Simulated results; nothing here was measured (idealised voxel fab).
Module name: voxel wiring stack (process module)
Square cell edge 5 nm, section width 275 nm, ID cut.
Format of a cross-section: grid, square cells. Given as bands. Order: top down. Band: one or more rows of cells.
Within each band entry, the heights of the top and of the bottom of the band appear first, in that order and in nm; the materials of the band then follow from left to right, each with its corresponding width in nm. The designation "all across" on a single material indicates that it fills the band from edge to edge; the designation "empty" indicates empty space.
Convention: height 0 is the level below which the wafer, as received, is all one material. The lowest band does not terminate at the bottom but continues downward, represented as "0..down".
Width: "30 to 40" (first number = top row, second number = bottom row, same change from row to row of cells).
Given "no alterations made" for a step, no cell of the cross-section differs between before and after that step.
Heads up: "Enclosed void entries" only lists the empty pockets with no open path to the top that are 8 cells or more, and it writes them as width x height at distance, distance from the left edge, in nm.
Note: text after step settings on the step line = simulator remark on that step.
A step's line can hold "overlay nm"; with a mask on that step, the setting says how far right of the planned place the mask lay, while a negative setting says it lay to the left.

Steps planned for the process:
1: RECEIVE | material Si
2: CONFORMAL_DEP | material SiO2 | thk nm 15
3: DIRECTIONAL_DEP | material TiN | thk nm 5
4: DIRECTIONAL_DEP | material Ru | thk nm 15
5: DIRECTIONAL_DEP | material aC | thk nm 15
6: PATTERN | tone cover | mask id METAL_1 | material resist | width nm 25 | pitch nm 40 | thk nm 35 | overlay nm 0
7: DIRECTIONAL_ETCH | etch materials aC | depth nm 15
8: STRIP | etch materials resist
9: DIRECTIONAL_ETCH | etch materials Ru | depth nm 15
10: DIRECTIONAL_ETCH | etch materials TiN | depth nm 5
11: STRIP | etch materials aC
12: FILL_DEP | material lowk | thk nm 5
13: CMP | height nm 35
14: CONFORMAL_DEP | material SiCN | thk nm 5
15: DIRECTIONAL_DEP | material lowk | thk nm 15
16: DIRECTIONAL_DEP | material aC | thk nm 15
17: PATTERN | tone open | mask id PLUG_1 | material resist | width nm 15 | pitch nm 40 | thk nm 35 | overlay nm 0
18: DIRECTIONAL_ETCH | etch materials aC | depth nm 15
19: STRIP | etch materials resist
20: DIRECTIONAL_ETCH | etch materials lowk | depth nm 15
21: DIRECTIONAL_ETCH | etch materials SiCN | depth nm 5
22: STRIP | etch materials aC
23: EPI | material Ru | thk nm 10
24: EPI | material Ru | thk nm 10
25: CONFORMAL_DEP | material SiN | thk nm 5
26: DIRECTIONAL_DEP | material SiO2 | thk nm 15
27: MASKED_ETCH | tone open | mask id METAL_2 | width nm 25 | pitch nm 40 | etch materials SiO2 | depth nm 15 | overlay nm 0
28: MASKED_ETCH | tone open | mask id METAL_2 | width nm 25 | pitch nm 40 | etch materials SiN | depth nm 5 | overlay nm 0
29: CONFORMAL_DEP | material TiN | thk nm 5
30: FILL_DEP | material Cu | thk nm 5
31: CMP | height nm 75
32: EPI | material Ru | thk nm 5
33: FILL_DEP | material SiCN | thk nm 5
34: DIRECTIONAL_DEP | material SiO2 | thk nm 35
35: MASKED_ETCH | tone open | mask id METAL_3 | width nm 25 | pitch nm 40 | etch materials SiO2 | depth nm 20 | overlay nm 0
36: DIRECTIONAL_DEP | material aC | thk nm 10
37: PATTERN | tone open | mask id METAL_3_HOLES | material resist | width nm 15 | pitch nm 80 | thk nm 30 | overlay nm 0
38: DIRECTIONAL_ETCH | etch materials aC | depth nm 10
39: STRIP | etch materials resist
40: DIRECTIONAL_ETCH | etch materials SiO2 | depth nm 15
41: DIRECTIONAL_ETCH | etch materials SiCN | depth nm 5
42: STRIP | etch materials aC
43: CONFORMAL_DEP | material TiN | thk nm 5
44: FILL_DEP | material Cu | thk nm 5
45: CMP | height nm 120
46: CONFORMAL_DEP | material SiN | thk nm 5

As-received state of the wafer in cross-section, equivalent to post-step 1:
0..down  Si all across
Enclosed void entries: none

Module complete - cross-section of the first of two wafers, run according to plan:
125..120  SiN all across
120..105  SiO2: 65 | TiN: 5 | Cu: 15 | TiN: 5 | SiO2: 15 | TiN: 5 | Cu: 15 | TiN: 5 | SiO2: 15 | TiN: 5 | Cu: 15 | TiN: 5 | SiO2: 15 | TiN: 5 | Cu: 15 | TiN: 5 | SiO2: 65
105..100  SiO2: 65 | TiN: 5 | Cu: 5 | TiN: 15 | SiO2: 15 | TiN: 25 | SiO2: 15 | TiN: 5 | Cu: 5 | TiN: 15 | SiO2: 15 | TiN: 25 | SiO2: 65
100..85  SiO2: 65 | TiN: 5 | Cu: 5 | TiN: 5 | SiO2: 65 | TiN: 5 | Cu: 5 | TiN: 5 | SiO2: 115
85..80  SiCN: 65 | TiN: 15 | SiCN: 65 | TiN: 15 | SiCN: 115
80..75  SiCN: 60 | Ru: 35 | SiCN: 5 | Ru: 35 | SiCN: 5 | Ru: 35 | SiCN: 5 | Ru: 35 | SiCN: 60
75..60  SiO2: 65 | TiN: 5 | Cu: 15 | TiN: 5 | SiO2: 15 | TiN: 5 | Cu: 15 | TiN: 5 | SiO2: 15 | TiN: 5 | Cu: 15 | TiN: 5 | SiO2: 15 | TiN: 5 | Cu: 15 | TiN: 5 | SiO2: 65
60..55  SiN: 65 | TiN: 25 | SiN: 15 | TiN: 25 | SiN: 15 | TiN: 25 | SiN: 15 | TiN: 25 | SiN: 65
55..40  lowk: 65 | Ru: 15 | lowk: 25 | Ru: 15 | lowk: 25 | Ru: 15 | lowk: 25 | Ru: 15 | lowk: 75
40..35  SiCN: 65 | Ru: 15 | SiCN: 25 | Ru: 15 | SiCN: 25 | Ru: 15 | SiCN: 25 | Ru: 15 | SiCN: 75
35..20  lowk: 65 | Ru: 25 | lowk: 15 | Ru: 25 | lowk: 15 | Ru: 25 | lowk: 15 | Ru: 25 | lowk: 65
20..15  lowk: 65 | TiN: 25 | lowk: 15 | TiN: 25 | lowk: 15 | TiN: 25 | lowk: 15 | TiN: 25 | lowk: 65
15..0  SiO2 all across
0..down  Si all across
Enclosed void entries: none

Cross-sectional view: second of two wafers, end of module; start and plan identical to the first, one mistake in running:
125..120  SiN all across
120..110  SiO2: 60 | TiN: 5 | Cu: 20 | TiN: 5 | SiO2: 15 | TiN: 5 | Cu: 15 | TiN: 5 | SiO2: 10 | TiN: 5 | Cu: 20 | TiN: 5 | SiO2: 15 | TiN: 5 | Cu: 15 | TiN: 5 | SiO2: 65
110..105  SiO2: 60 | TiN: 10 | Cu: 15 | TiN: 5 | SiO2: 15 | TiN: 5 | Cu: 15 | TiN: 5 | SiO2: 10 | TiN: 10 | Cu: 15 | TiN: 5 | SiO2: 15 | TiN: 5 | Cu: 15 | TiN: 5 | SiO2: 65
105..100  SiO2: 65 | TiN: 5 | Cu: 10 | TiN: 10 | SiO2: 15 | TiN: 25 | SiO2: 15 | TiN: 5 | Cu: 10 | TiN: 10 | SiO2: 15 | TiN: 25 | SiO2: 65
100..85  SiO2: 65 | TiN: 5 | Cu: 10 | TiN: 5 | SiO2: 60 | TiN: 5 | Cu: 10 | TiN: 5 | SiO2: 110
85..80  SiCN: 65 | TiN: 20 | SiCN: 60 | TiN: 20 | SiCN: 110
80..75  SiCN: 60 | Ru: 35 | SiCN: 5 | Ru: 35 | SiCN: 5 | Ru: 35 | SiCN: 5 | Ru: 35 | SiCN: 60
75..60  SiO2: 65 | TiN: 5 | Cu: 15 | TiN: 5 | SiO2: 15 | TiN: 5 | Cu: 15 | TiN: 5 | SiO2: 15 | TiN: 5 | Cu: 15 | TiN: 5 | SiO2: 15 | TiN: 5 | Cu: 15 | TiN: 5 | SiO2: 65
60..55  SiN: 65 | TiN: 25 | SiN: 15 | TiN: 25 | SiN: 15 | TiN: 25 | SiN: 15 | TiN: 25 | SiN: 65
55..40  lowk: 65 | Ru: 15 | lowk: 25 | Ru: 15 | lowk: 25 | Ru: 15 | lowk: 25 | Ru: 15 | lowk: 75
40..35  SiCN: 65 | Ru: 15 | SiCN: 25 | Ru: 15 | SiCN: 25 | Ru: 15 | SiCN: 25 | Ru: 15 | SiCN: 75
35..20  lowk: 65 | Ru: 25 | lowk: 15 | Ru: 25 | lowk: 15 | Ru: 25 | lowk: 15 | Ru: 25 | lowk: 65
20..15  lowk: 65 | TiN: 25 | lowk: 15 | TiN: 25 | lowk: 15 | TiN: 25 | lowk: 15 | TiN: 25 | lowk: 65
15..0  SiO2 all across
0..down  Si all across
Enclosed void entries: none
Diagnosis: planned and actual differ for step 37; actual: PATTERN | tone open | mask id METAL_3_HOLES | material resist | width nm 25 | pitch nm 80 | thk nm 30 | overlay nm 0
The final cell counts differ between the wafers, with the second having more or fewer of some materials than the first: Cu +12, SiCN -2, SiO2 -12, TiN +2
